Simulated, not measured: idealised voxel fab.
You're looking at the process module voxel double patterning.
Cross-section cut spans 265 nm and uses square cells 5 nm in size.
A cross-section is written here as square cells arranged in a grid, and it is given in bands from the top down, each band taking up one or more rows of cells. A band entry consists of two parts. The first gives the height of the band's top and the height of its bottom, in nm. The rest lists the band's materials from left to right, each with its width in nm. A single material labelled with the word "all across" fills the band from edge to edge, and the word "empty" marks empty space. Below 0: as-received wafer, all one material; heights counted from there. Lowest band: no bottom, goes on down, written "z 0 and below". So if you see something like "30->40" for the width, read it as the top row of the band sitting at the first number and the bottom row at the second, with every row in between moving by the same amount as the last. "left unchanged" after a step means that no cell of the cross-section changed. Heads up: "Closed void register" only lists the empty pockets with no open path to the top that are 8 cells or more, and it writes them as width x height at distance, distance from the left edge, in nm. Past the settings on a step's line: simulator remark, on that step. Regarding "overlay nm": on a step with a mask, it is the distance the mask lay to the right of its planned place; a negative value places it to the left.
[Set out below are the planned steps of the process]
1,RECEIVE (material Si)
2,CONFORMAL_DEP (material SiO2; thk nm 10)
3,DIRECTIONAL_DEP (material W; thk nm 15)
4,DIRECTIONAL_DEP (material SiCN; thk nm 10)
5,MASKED_ETCH (tone open; mask id FIRST; width nm 15; pitch nm 50; etch materials SiCN; depth nm 10; overlay nm 0)
6,PATTERN (tone open; mask id SECOND; material resist; width nm 15; thk nm 15; overlay nm 0)
7,DIRECTIONAL_ETCH (etch materials SiCN; depth nm 10)
8,STRIP (etch materials resist)
9,DIRECTIONAL_ETCH (etch materials W; depth nm 15)
10,STRIP (etch materials SiCN)
[Delivered wafer in cross-section: state after step 1]
    z 0 and below: Si all across
    Closed void register: none
[Final wafer profile in cross-section after the module, from the same start and plan as above, with one mistake made during processing]
    z 30 to 15: W (100)  empty (15)  W (10)  empty (15)  W (10)  empty (15)  W (100)
    z 15 to 10: W all across
    z 10 to 0: SiO2 all across
    z 0 and below: Si all across
    Closed void register: none
Want to know what went wrong? so step 3 ended up running with a different setting than we planned, it ran as DIRECTIONAL_DEP (material W; thk nm 20)
